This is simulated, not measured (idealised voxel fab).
A process module follows: voxel capacitor over wiring.
In the cross-section labelled cut, the width is 200 nm and each square cell is 5 nm.
Bands, listed from the top down, are how a cross-section gets written in this document; the cross-section itself is a grid of square cells, and a band is one or more rows of them. Look at the band entry: it leads with the top's height and the bottom's height in nm. Then it lists the materials left to right, with a width in nm for each. The word "edge to edge" on a single material says that material fills the band edge to edge. The word "air" is empty space. Measure heights from 0. That's the level where, below it, the as-received wafer is all one material. The lowest band is bottomless and extends downward; write it as in "z 0 and below". The width entry "30->40" should be interpreted row by row: the top row of cells in the band takes the first number, the bottom row takes the second number, and the change between adjacent rows is uniform throughout. Where the words "nothing changed" appear for a step, the cross-section shows no cell changed by that step; every cell remained as before. "Fully sealed cavities": sealed empty spaces, 8 cells or more, no open way to top, listed width x height at distance, with distance from the left edge and width, height and distance in nm. What comes after the settings on a step's line is commentary from the simulator itself on that step. overlay nm: for a step with a mask, the amount by which the mask lay right of where it was planned; a negative amount means left of it.

[This section lists the process steps that were planned]
1: RECEIVE: material Si
2: CONFORMAL_DEP: material SiO2, thk nm 15
3: DIRECTIONAL_DEP: material TiN, thk nm 5
4: DIRECTIONAL_DEP: material W, thk nm 25
5: MASKED_ETCH: tone cover, mask id METAL_1, width nm 20, pitch nm 90, etch materials W, depth nm 25, overlay nm 0
6: MASKED_ETCH: tone cover, mask id METAL_1, width nm 20, pitch nm 90, etch materials TiN, depth nm 5, overlay nm 0
7: FILL_DEP: material SiO2, thk nm 10
8: CMP: height nm 45
9: CONFORMAL_DEP: material SiCN, thk nm 5
10: DIRECTIONAL_DEP: material SiO2, thk nm 20
11: DIRECTIONAL_DEP: material aC, thk nm 10
12: PATTERN: tone open, mask id PLUG_1, material resist, width nm 15, thk nm 25, overlay nm 0
13: DIRECTIONAL_ETCH: etch materials aC, depth nm 10
14: STRIP: etch materials resist
15: DIRECTIONAL_ETCH: etch materials SiO2, depth nm 20
16: DIRECTIONAL_ETCH: etch materials SiCN, depth nm 5
17: STRIP: etch materials aC
18: CONFORMAL_DEP: material TiN, thk nm 5
19: FILL_DEP: material W, thk nm 5
20: CMP: height nm 70
21: DIRECTIONAL_DEP: material TiN, thk nm 10
22: DIRECTIONAL_DEP: material HfO2, thk nm 5
23: DIRECTIONAL_DEP: material TiN, thk nm 5
24: DIRECTIONAL_DEP: material aC, thk nm 15
25: PATTERN: tone cover, mask id UPPER_PLATE, material resist, width nm 75, thk nm 30, overlay nm 0
26: DIRECTIONAL_ETCH: etch materials aC, depth nm 15
27: STRIP: etch materials resist
28: DIRECTIONAL_ETCH: etch materials TiN, depth nm 5
29: DIRECTIONAL_ETCH: etch materials HfO2, depth nm 5
30: STRIP: etch materials aC
31: PATTERN: tone cover, mask id LOWER_PLATE, material resist, width nm 85, thk nm 20, overlay nm 0
32: DIRECTIONAL_ETCH: etch materials TiN, depth nm 10
33: STRIP: etch materials resist
34: FILL_DEP: material SiO2, thk nm 20
35: CMP: height nm 105
36: DIRECTIONAL_DEP: material aC, thk nm 15
37: PATTERN: tone open, mask id PLUG_2, material resist, width nm 15, thk nm 35, overlay nm 0
38: DIRECTIONAL_ETCH: etch materials aC, depth nm 15
39: STRIP: etch materials resist
40: DIRECTIONAL_ETCH: etch materials SiO2, depth nm 15
41: STRIP: etch materials aC
42: CONFORMAL_DEP: material TiN, thk nm 5
43: FILL_DEP: material Cu, thk nm 5
44: CMP: height nm 105
45: CONFORMAL_DEP: material SiN, thk nm 5

[First of two wafers, processed according to plan]

[Here's what the wafer looked like in cross-section when it arrived - that's after step 1]
* z 0 and below = Si edge to edge
* Fully sealed cavities: none

[Sectional view: wafer, after step 2]
* z 15 to 0 = SiO2 edge to edge
* Nothing below the height 0 has changed.

[Sectional view: wafer, after step 3]
* z 20 to 15 = TiN edge to edge
* Nothing below the height 15 has changed.

[Sectional view: wafer, after step 4]
* z 45 to 20 = W edge to edge
* Nothing below the height 20 has changed.

[Sectional view: wafer, after step 5]
* z 45 to 20 = 45 nm air, then 20 nm W, then 70 nm air, then 20 nm W, then 45 nm air
* Nothing below the height 20 has changed.

[Sectional view: wafer, after step 6]
* z 45 to 20 = 45 nm air, then 20 nm W, then 70 nm air, then 20 nm W, then 45 nm air
* z 20 to 15 = 45 nm air, then 20 nm TiN, then 70 nm air, then 20 nm TiN, then 45 nm air
* Nothing below the height 15 has changed.

[Sectional view: wafer, after step 7]
* z 55 to 45 = SiO2 edge to edge
* z 45 to 20 = 45 nm SiO2, then 20 nm W, then 70 nm SiO2, then 20 nm W, then 45 nm SiO2
* z 20 to 15 = 45 nm SiO2, then 20 nm TiN, then 70 nm SiO2, then 20 nm TiN, then 45 nm SiO2
* Nothing below the height 15 has changed.

[Sectional view: wafer, after step 8]
* z 45 to 20 = 45 nm SiO2, then 20 nm W, then 70 nm SiO2, then 20 nm W, then 45 nm SiO2
* Nothing below the height 20 has changed.

[Sectional view: wafer, after step 9]
* z 50 to 45 = SiCN edge to edge
* Nothing below the height 45 has changed.

[Sectional view: wafer, after step 10]
* z 70 to 50 = SiO2 edge to edge
* Nothing below the height 50 has changed.

[Sectional view: wafer, after step 11]
* z 80 to 70 = aC edge to edge
* Nothing below the height 70 has changed.

[Sectional view: wafer, after step 12]
* z 105 to 80 = 50 nm resist, then 15 nm air, then 135 nm resist
* Nothing below the height 80 has changed.

[Sectional view: wafer, after step 13]
* z 95 to 80 = 50 nm resist, then 15 nm air, then 135 nm resist
* z 80 to 70 = 50 nm aC, then 15 nm air, then 135 nm aC
* Nothing below the height 70 has changed.

[Sectional view: wafer, after step 14]
* z 80 to 70 = 50 nm aC, then 15 nm air, then 135 nm aC
* Nothing below the height 70 has changed.

[Sectional view: wafer, after step 15]
* z 80 to 70 = 50 nm aC, then 15 nm air, then 135 nm aC
* z 70 to 50 = 50 nm SiO2, then 15 nm air, then 135 nm SiO2
* Nothing below the height 50 has changed.

[Sectional view: wafer, after step 16]
* z 80 to 70 = 50 nm aC, then 15 nm air, then 135 nm aC
* z 70 to 50 = 50 nm SiO2, then 15 nm air, then 135 nm SiO2
* z 50 to 45 = 50 nm SiCN, then 15 nm air, then 135 nm SiCN
* Nothing below the height 45 has changed.

[Sectional view: wafer, after step 17]
* z 70 to 50 = 50 nm SiO2, then 15 nm air, then 135 nm SiO2
* Nothing below the height 50 has changed.

[Sectional view: wafer, after step 18]
* z 75 to 70 = 55 nm TiN, then 5 nm air, then 140 nm TiN
* z 70 to 50 = 50 nm SiO2, then 5 nm TiN, then 5 nm air, then 5 nm TiN, then 135 nm SiO2
* z 50 to 45 = 50 nm SiCN, then 15 nm TiN, then 135 nm SiCN
* Nothing below the height 45 has changed.

[Sectional view: wafer, after step 19]
* z 80 to 75 = W edge to edge
* z 75 to 70 = 55 nm TiN, then 5 nm W, then 140 nm TiN
* z 70 to 50 = 50 nm SiO2, then 5 nm TiN, then 5 nm W, then 5 nm TiN, then 135 nm SiO2
* Nothing below the height 50 has changed.

[Sectional view: wafer, after step 20]
* z 70 to 50 = 50 nm SiO2, then 5 nm TiN, then 5 nm W, then 5 nm TiN, then 135 nm SiO2
* Nothing below the height 50 has changed.

[Sectional view: wafer, after step 21]
* z 80 to 70 = TiN edge to edge
* Nothing below the height 70 has changed.

[Sectional view: wafer, after step 22]
* z 85 to 80 = HfO2 edge to edge
* Nothing below the height 80 has changed.

[Sectional view: wafer, after step 23]
* z 90 to 85 = TiN edge to edge
* Nothing below the height 85 has changed.

[Sectional view: wafer, after step 24]
* z 105 to 90 = aC edge to edge
* Nothing below the height 90 has changed.

[Sectional view: wafer, after step 25]
* z 135 to 105 = 50 nm air, then 75 nm resist, then 75 nm air
* Nothing below the height 105 has changed.

[Sectional view: wafer, after step 26]
* z 120 to 105 = 50 nm air, then 75 nm resist, then 75 nm air
* z 105 to 90 = 50 nm air, then 75 nm aC, then 75 nm air
* Nothing below the height 90 has changed.

[Sectional view: wafer, after step 27]
* z 105 to 90 = 50 nm air, then 75 nm aC, then 75 nm air
* Nothing below the height 90 has changed.

[Sectional view: wafer, after step 28]
* z 105 to 90 = 50 nm air, then 75 nm aC, then 75 nm air
* z 90 to 85 = 50 nm air, then 75 nm TiN, then 75 nm air
* Nothing below the height 85 has changed.

[Sectional view: wafer, after step 29]
* z 105 to 90 = 50 nm air, then 75 nm aC, then 75 nm air
* z 90 to 85 = 50 nm air, then 75 nm TiN, then 75 nm air
* z 85 to 80 = 50 nm air, then 75 nm HfO2, then 75 nm air
* Nothing below the height 80 has changed.

[Sectional view: wafer, after step 30]
* z 90 to 85 = 50 nm air, then 75 nm TiN, then 75 nm air
* Nothing below the height 85 has changed.

[Sectional view: wafer, after step 31]
* z 110 to 90 = 45 nm air, then 85 nm resist, then 70 nm air
* z 90 to 85 = 45 nm air, then 5 nm resist, then 75 nm TiN, then 5 nm resist, then 70 nm air
* z 85 to 80 = 45 nm air, then 5 nm resist, then 75 nm HfO2, then 5 nm resist, then 70 nm air
* Nothing below the height 80 has changed.

[Sectional view: wafer, after step 32]
* z 110 to 90 = 45 nm air, then 85 nm resist, then 70 nm air
* z 90 to 85 = 45 nm air, then 5 nm resist, then 75 nm TiN, then 5 nm resist, then 70 nm air
* z 85 to 80 = 45 nm air, then 5 nm resist, then 75 nm HfO2, then 5 nm resist, then 70 nm air
* z 80 to 70 = 45 nm air, then 85 nm TiN, then 70 nm air
* Nothing below the height 70 has changed.

[Sectional view: wafer, after step 33]
* z 90 to 85 = 50 nm air, then 75 nm TiN, then 75 nm air
* z 85 to 80 = 50 nm air, then 75 nm HfO2, then 75 nm air
* Nothing below the height 80 has changed.

[Sectional view: wafer, after step 34]
* z 110 to 90 = SiO2 edge to edge
* z 90 to 85 = 50 nm SiO2, then 75 nm TiN, then 75 nm SiO2
* z 85 to 80 = 50 nm SiO2, then 75 nm HfO2, then 75 nm SiO2
* z 80 to 70 = 45 nm SiO2, then 85 nm TiN, then 70 nm SiO2
* Nothing below the height 70 has changed.

[Sectional view: wafer, after step 35]
* z 105 to 90 = SiO2 edge to edge
* Nothing below the height 90 has changed.

[Sectional view: wafer, after step 36]
* z 120 to 105 = aC edge to edge
* Nothing below the height 105 has changed.

[Sectional view: wafer, after step 37]
* z 155 to 120 = 60 nm resist, then 15 nm air, then 125 nm resist
* Nothing below the height 120 has changed.

[Sectional view: wafer, after step 38]
* z 140 to 120 = 60 nm resist, then 15 nm air, then 125 nm resist
* z 120 to 105 = 60 nm aC, then 15 nm air, then 125 nm aC
* Nothing below the height 105 has changed.

[Sectional view: wafer, after step 39]
* z 120 to 105 = 60 nm aC, then 15 nm air, then 125 nm aC
* Nothing below the height 105 has changed.

[Sectional view: wafer, after step 40]
* z 120 to 105 = 60 nm aC, then 15 nm air, then 125 nm aC
* z 105 to 90 = 60 nm SiO2, then 15 nm air, then 125 nm SiO2
* Nothing below the height 90 has changed.

[Sectional view: wafer, after step 41]
* z 105 to 90 = 60 nm SiO2, then 15 nm air, then 125 nm SiO2
* Nothing below the height 90 has changed.

[Sectional view: wafer, after step 42]
* z 110 to 105 = 65 nm TiN, then 5 nm air, then 130 nm TiN
* z 105 to 95 = 60 nm SiO2, then 5 nm TiN, then 5 nm air, then 5 nm TiN, then 125 nm SiO2
* z 95 to 85 = 60->50 nm SiO2, then 15->75 nm TiN, then 125->75 nm SiO2
* Nothing below the height 85 has changed.

[Sectional view: wafer, after step 43]
* z 115 to 110 = Cu edge to edge
* z 110 to 105 = 65 nm TiN, then 5 nm Cu, then 130 nm TiN
* z 105 to 95 = 60 nm SiO2, then 5 nm TiN, then 5 nm Cu, then 5 nm TiN, then 125 nm SiO2
* Nothing below the height 95 has changed.

[Sectional view: wafer, after step 44]
* z 105 to 95 = 60 nm SiO2, then 5 nm TiN, then 5 nm Cu, then 5 nm TiN, then 125 nm SiO2
* Nothing below the height 95 has changed.

[Sectional view: wafer, after step 45]
* z 110 to 105 = SiN edge to edge
* Nothing below the height 105 has changed.

[Second wafer, same starting conditions and recipe as the first, one mistake in executing it, nothing differs from the first up to and including step 30]

[Look at the second wafer in cross-section at the time step 31 ought to have finished]
* z 110 to 90 = 40 nm air, then 95 nm resist, then 65 nm air
* z 90 to 85 = 40 nm air, then 10 nm resist, then 75 nm TiN, then 10 nm resist, then 65 nm air
* z 85 to 80 = 40 nm air, then 10 nm resist, then 75 nm HfO2, then 10 nm resist, then 65 nm air
* Nothing below the height 80 has changed.

[Look at the second wafer in cross-section at the time step 32 ought to have finished]
* z 110 to 90 = 40 nm air, then 95 nm resist, then 65 nm air
* z 90 to 85 = 40 nm air, then 10 nm resist, then 75 nm TiN, then 10 nm resist, then 65 nm air
* z 85 to 80 = 40 nm air, then 10 nm resist, then 75 nm HfO2, then 10 nm resist, then 65 nm air
* z 80 to 70 = 40 nm air, then 95 nm TiN, then 65 nm air
* Nothing below the height 70 has changed.

[Look at the second wafer in cross-section at the time step 33 ought to have finished]
* z 90 to 85 = 50 nm air, then 75 nm TiN, then 75 nm air
* z 85 to 80 = 50 nm air, then 75 nm HfO2, then 75 nm air
* Nothing below the height 80 has changed.

[Look at the second wafer in cross-section at the time step 34 ought to have finished]
* z 110 to 90 = SiO2 edge to edge
* z 90 to 85 = 50 nm SiO2, then 75 nm TiN, then 75 nm SiO2
* z 85 to 80 = 50 nm SiO2, then 75 nm HfO2, then 75 nm SiO2
* z 80 to 70 = 40 nm SiO2, then 95 nm TiN, then 65 nm SiO2
* Nothing below the height 70 has changed.

[Look at the second wafer in cross-section at the time step 35 ought to have finished]
* z 105 to 90 = SiO2 edge to edge
* Nothing below the height 90 has changed.

[Look at the second wafer in cross-section at the time step 36 ought to have finished]
* z 120 to 105 = aC edge to edge
* Nothing below the height 105 has changed.

[Look at the second wafer in cross-section at the time step 37 ought to have finished]
* z 155 to 120 = 60 nm resist, then 15 nm air, then 125 nm resist
* Nothing below the height 120 has changed.

[Look at the second wafer in cross-section at the time step 38 ought to have finished]
* z 140 to 120 = 60 nm resist, then 15 nm air, then 125 nm resist
* z 120 to 105 = 60 nm aC, then 15 nm air, then 125 nm aC
* Nothing below the height 105 has changed.

[Look at the second wafer in cross-section at the time step 39 ought to have finished]
* z 120 to 105 = 60 nm aC, then 15 nm air, then 125 nm aC
* Nothing below the height 105 has changed.

[Look at the second wafer in cross-section at the time step 40 ought to have finished]
* z 120 to 105 = 60 nm aC, then 15 nm air, then 125 nm aC
* z 105 to 90 = 60 nm SiO2, then 15 nm air, then 125 nm SiO2
* Nothing below the height 90 has changed.

[Look at the second wafer in cross-section at the time step 41 ought to have finished]
* z 105 to 90 = 60 nm SiO2, then 15 nm air, then 125 nm SiO2
* Nothing below the height 90 has changed.

[Look at the second wafer in cross-section at the time step 42 ought to have finished]
* z 110 to 105 = 65 nm TiN, then 5 nm air, then 130 nm TiN
* z 105 to 95 = 60 nm SiO2, then 5 nm TiN, then 5 nm air, then 5 nm TiN, then 125 nm SiO2
* z 95 to 85 = 60->50 nm SiO2, then 15->75 nm TiN, then 125->75 nm SiO2
* Nothing below the height 85 has changed.

[Look at the second wafer in cross-section at the time step 43 ought to have finished]
* z 115 to 110 = Cu edge to edge
* z 110 to 105 = 65 nm TiN, then 5 nm Cu, then 130 nm TiN
* z 105 to 95 = 60 nm SiO2, then 5 nm TiN, then 5 nm Cu, then 5 nm TiN, then 125 nm SiO2
* Nothing below the height 95 has changed.

[Look at the second wafer in cross-section at the time step 44 ought to have finished]
* z 105 to 95 = 60 nm SiO2, then 5 nm TiN, then 5 nm Cu, then 5 nm TiN, then 125 nm SiO2
* Nothing below the height 95 has changed.

[Look at the second wafer in cross-section at the time step 45 ought to have finished]
* z 110 to 105 = SiN edge to edge
* Nothing below the height 105 has changed.
What was done differently from what was planned? step 31 was run on a setting that differed from the plan, and what really ran there is PATTERN: tone cover, mask id LOWER_PLATE, material resist, width nm 95, thk nm 20, overlay nm 0
The closing comparison, in cells, has the second wafer with more or fewer of some materials than the first: 4 fewer of SiO2; 4 more of TiN
